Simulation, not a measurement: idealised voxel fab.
The following is a process module called voxel transistor to metal.
This is section cut - it's 175 nm across, gridded in 5 nm square cells.
Cross-section = grid of square cells, listed top down in bands; band = one or more rows. Band entry format. Leading values: height of top, height of bottom, nm. Remainder: materials in left-to-right order, each with its width in nm. Special words: "full width" on a single material, which then fills the band edge to edge; "air", empty space. Heads up on the height convention: 0 is the point under which the incoming wafer is all one material, and the lowest band has no bottom, it just keeps going down, like "from 0 down". A width given as "30 to 40" starts at the first number in the band's top row and ends at the second number in its bottom row, shifting by an equal amount at every step from row to row. "left unchanged" (step): cross-section cells unchanged, all of them. Empty spaces counting at least 8 cells and having no open way to the top are listed in "Voids, sealed". The notation width x height at distance is used for each, the distance being from the left edge and all three values in nm. If you see something after the settings on a step's line, that's the simulator's own remark about that step. overlay nm: where the mask lay relative to plan, measured to the right, on steps with a mask; negatives go left.
Process steps (planned)
1: RECEIVE, material Si
2: CONFORMAL_DEP, material SiO2, thk nm 5
3: CONFORMAL_DEP, material SiN, thk nm 10
4: DIRECTIONAL_DEP, material aC, thk nm 10
5: PATTERN, tone cover, mask id ACTIVE, material resist, width nm 110, thk nm 30, overlay nm 0
6: DIRECTIONAL_ETCH, etch materials aC, depth nm 10
7: STRIP, etch materials resist
8: DIRECTIONAL_ETCH, etch materials SiN, depth nm 10
9: DIRECTIONAL_ETCH, etch materials SiO2, depth nm 5
10: DIRECTIONAL_ETCH, etch materials Si, depth nm 35
11: STRIP, etch materials aC
12: OXIDIZE, depth nm 5
13: FILL_DEP, material SiO2, thk nm 5
14: CMP, height nm 15
15: SELECTIVE_ETCH, etch materials SiO2, depth nm 5
16: STRIP, etch materials SiN
17: SELECTIVE_ETCH, etch materials SiO2, depth nm 5
18: OXIDIZE, depth nm 5
19: DIRECTIONAL_DEP, material polySi, thk nm 30
20: DIRECTIONAL_DEP, material SiCN, thk nm 15
21: DIRECTIONAL_DEP, material aC, thk nm 10
22: PATTERN, tone cover, mask id GATE, material resist, width nm 20, thk nm 25, overlay nm 0
23: DIRECTIONAL_ETCH, etch materials aC, depth nm 10
24: STRIP, etch materials resist
25: DIRECTIONAL_ETCH, etch materials SiCN, depth nm 25
26: DIRECTIONAL_ETCH, etch materials polySi, depth nm 40
27: STRIP, etch materials aC
28: CONFORMAL_DEP, material SiO2, thk nm 5
29: DIRECTIONAL_ETCH, etch materials SiO2, depth nm 5
30: CONFORMAL_DEP, material SiN, thk nm 10
31: DIRECTIONAL_ETCH, etch materials SiN, depth nm 10
32: DIRECTIONAL_ETCH, etch materials SiO2, depth nm 5
33: DIRECTIONAL_ETCH, etch materials Si, depth nm 15
34: EPI, material SiGe, thk nm 15
35: FILL_DEP, material SiO2, thk nm 10
36: CMP, height nm 45
37: DIRECTIONAL_DEP, material SiO2, thk nm 10
38: DIRECTIONAL_DEP, material aC, thk nm 15
39: PATTERN, tone open, mask id CONTACT, material resist, width nm 30, pitch nm 60, thk nm 35, overlay nm 0
40: DIRECTIONAL_ETCH, etch materials aC, depth nm 15
41: STRIP, etch materials resist
42: DIRECTIONAL_ETCH, etch materials SiO2, depth nm 45
43: STRIP, etch materials aC
44: CONFORMAL_DEP, material TiN, thk nm 5
45: FILL_DEP, material W, thk nm 5
46: CMP, height nm 55
47: DIRECTIONAL_DEP, material TiN, thk nm 5
48: DIRECTIONAL_DEP, material W, thk nm 25
49: PATTERN, tone cover, mask id METAL_1, material resist, width nm 20, pitch nm 70, thk nm 15, overlay nm 0
50: DIRECTIONAL_ETCH, etch materials W, depth nm 25
51: DIRECTIONAL_ETCH, etch materials TiN, depth nm 5
52: STRIP, etch materials resist
53: CONFORMAL_DEP, material SiN, thk nm 5
54: FILL_DEP, material lowk, thk nm 5
55: CMP, height nm 85
56: CONFORMAL_DEP, material SiCN, thk nm 5
57: DIRECTIONAL_DEP, material lowk, thk nm 35
58: MASKED_ETCH, tone open, mask id METAL_2, width nm 20, pitch nm 70, etch materials lowk, depth nm 20, overlay nm 0
59: DIRECTIONAL_DEP, material aC, thk nm 15
60: PATTERN, tone open, mask id METAL_2_HOLES, material resist, width nm 15, pitch nm 70, thk nm 35, overlay nm 0
61: DIRECTIONAL_ETCH, etch materials aC, depth nm 15
62: STRIP, etch materials resist
63: DIRECTIONAL_ETCH, etch materials lowk, depth nm 15
64: DIRECTIONAL_ETCH, etch materials SiCN, depth nm 5
65: STRIP, etch materials aC
66: CONFORMAL_DEP, material TiN, thk nm 5
67: FILL_DEP, material Ru, thk nm 5
68: CMP, height nm 125
69: CONFORMAL_DEP, material SiN, thk nm 5
Cross-section of the wafer upon arrival, representing the state reached after step 1
  from 0 down  Si full width
  Voids, sealed: none
Cross-section, first of two wafers, end of module, run as planned
  from 130 to 125  SiN full width
  from 125 to 110  lowk 40 nm / TiN 5 nm / Ru 10 nm / TiN 5 nm / lowk 50 nm / TiN 5 nm / Ru 10 nm / TiN 5 nm / lowk 45 nm
  from 110 to 105  lowk 40 nm / TiN 5 nm / Ru 5 nm / TiN 10 nm / lowk 50 nm / TiN 5 nm / Ru 5 nm / TiN 10 nm / lowk 45 nm
  from 105 to 90  lowk 40 nm / TiN 5 nm / Ru 5 nm / TiN 5 nm / lowk 55 nm / TiN 5 nm / Ru 5 nm / TiN 5 nm / lowk 50 nm
  from 90 to 85  SiCN 40 nm / TiN 15 nm / SiCN 55 nm / TiN 15 nm / SiCN 50 nm
  from 85 to 60  lowk 35 nm / SiN 5 nm / W 20 nm / SiN 5 nm / lowk 40 nm / SiN 5 nm / W 20 nm / SiN 5 nm / lowk 40 nm
  from 60 to 55  SiN 40 nm / TiN 20 nm / SiN 50 nm / TiN 20 nm / SiN 45 nm
  from 55 to 45  SiO2 40 nm / TiN 5 nm / W 20 to 10 nm / TiN 5 to 15 nm / SiO2 30 nm / TiN 5 to 15 nm / W 20 to 10 nm / TiN 5 nm / SiO2 45 nm
  from 45 to 30  SiO2 40 nm / TiN 5 nm / W 10 nm / TiN 5 nm / SiN 10 nm / SiO2 5 nm / SiCN 20 nm / SiO2 5 nm / SiN 10 nm / TiN 5 nm / W 10 nm / TiN 5 nm / SiO2 45 nm
  from 30 to 15  SiO2 40 nm / TiN 5 nm / W 10 nm / TiN 5 nm / SiN 10 nm / SiO2 5 nm / polySi 20 nm / SiO2 5 nm / SiN 10 nm / TiN 5 nm / W 10 nm / TiN 5 nm / SiO2 45 nm
  from 15 to 10  SiO2 40 nm / TiN 20 nm / SiN 10 nm / SiO2 5 nm / polySi 20 nm / SiO2 5 nm / SiN 10 nm / TiN 20 nm / SiO2 45 nm
  from 10 to 5  SiO2 35 nm / SiGe 25 nm / SiN 10 nm / SiO2 5 nm / polySi 20 nm / SiO2 5 nm / SiN 10 nm / SiGe 25 nm / SiO2 40 nm
  from 5 to 0  SiO2 30 nm / SiN 10 nm / SiGe 20 nm / SiN 10 nm / SiO2 5 nm / polySi 20 nm / SiO2 5 nm / SiN 10 nm / SiGe 20 nm / SiN 10 nm / SiO2 35 nm
  from 0 to -5  SiO2 40 nm / SiGe 20 nm / SiO2 50 nm / SiGe 20 nm / SiO2 45 nm
  from -5 to -20  SiO2 35 nm / Si 5 nm / SiGe 20 nm / Si 50 nm / SiGe 20 nm / Si 5 nm / SiO2 40 nm
  from -20 to -40  SiO2 35 nm / Si 100 nm / SiO2 40 nm
  from -40 down  Si full width
  Voids, sealed: none
Wafer two cross-section, module end. Start and plan unchanged from wafer one; one mistake made during the run
  from 130 to 125  SiN full width
  from 125 to 110  lowk 40 nm / TiN 5 nm / Ru 10 nm / TiN 5 nm / lowk 50 nm / TiN 5 nm / Ru 10 nm / TiN 5 nm / lowk 45 nm
  from 110 to 105  lowk 40 nm / TiN 5 nm / Ru 5 nm / TiN 10 nm / lowk 50 nm / TiN 5 nm / Ru 5 nm / TiN 10 nm / lowk 45 nm
  from 105 to 90  lowk 40 nm / TiN 5 nm / Ru 5 nm / TiN 5 nm / lowk 55 nm / TiN 5 nm / Ru 5 nm / TiN 5 nm / lowk 50 nm
  from 90 to 85  SiCN 40 nm / TiN 15 nm / SiCN 55 nm / TiN 15 nm / SiCN 50 nm
  from 85 to 60  lowk 35 nm / SiN 5 nm / W 20 nm / SiN 5 nm / lowk 40 nm / SiN 5 nm / W 20 nm / SiN 5 nm / lowk 40 nm
  from 60 to 55  SiN 40 nm / TiN 20 nm / SiN 50 nm / TiN 20 nm / SiN 45 nm
  from 55 to 45  SiO2 40 nm / TiN 5 nm / W 20 to 10 nm / TiN 5 to 15 nm / SiO2 30 nm / TiN 5 to 15 nm / W 20 to 10 nm / TiN 5 nm / SiO2 45 nm
  from 45 to 40  SiO2 40 nm / TiN 5 nm / W 10 nm / TiN 5 nm / SiN 10 nm / SiO2 30 nm / SiN 10 nm / TiN 5 nm / W 10 nm / TiN 5 nm / SiO2 45 nm
  from 40 to 30  SiO2 40 nm / TiN 5 nm / W 10 nm / TiN 5 nm / SiN 10 nm / SiO2 5 nm / SiCN 20 nm / SiO2 5 nm / SiN 10 nm / TiN 5 nm / W 10 nm / TiN 5 nm / SiO2 45 nm
  from 30 to 15  SiO2 40 nm / TiN 5 nm / W 10 nm / TiN 5 nm / SiN 10 nm / SiO2 5 nm / polySi 20 nm / SiO2 5 nm / SiN 10 nm / TiN 5 nm / W 10 nm / TiN 5 nm / SiO2 45 nm
  from 15 to 10  SiO2 40 nm / TiN 20 nm / SiN 10 nm / SiO2 5 nm / polySi 20 nm / SiO2 5 nm / SiN 10 nm / TiN 20 nm / SiO2 45 nm
  from 10 to 5  SiO2 60 nm / SiN 10 nm / SiO2 5 nm / polySi 20 nm / SiO2 5 nm / SiN 10 nm / SiO2 65 nm
  from 5 to 0  SiO2 30 nm / SiN 10 nm / SiO2 20 nm / SiN 10 nm / SiO2 5 nm / polySi 20 nm / SiO2 5 nm / SiN 10 nm / SiO2 20 nm / SiN 10 nm / SiO2 35 nm
  from 0 to -5  SiO2 full width
  from -5 to -40  SiO2 35 nm / Si 100 nm / SiO2 40 nm
  from -40 down  Si full width
  Voids, sealed: none
What went wrong in running the wafer? the process deviated at step 32: the operation and settings actually run there were DIRECTIONAL_ETCH, etch materials SiCN, depth nm 5
The closing comparison, in cells, has the second wafer with more or fewer of some materials than the first: 24 more of Si, 4 fewer of SiCN, 50 fewer of SiGe, 30 more of SiO2
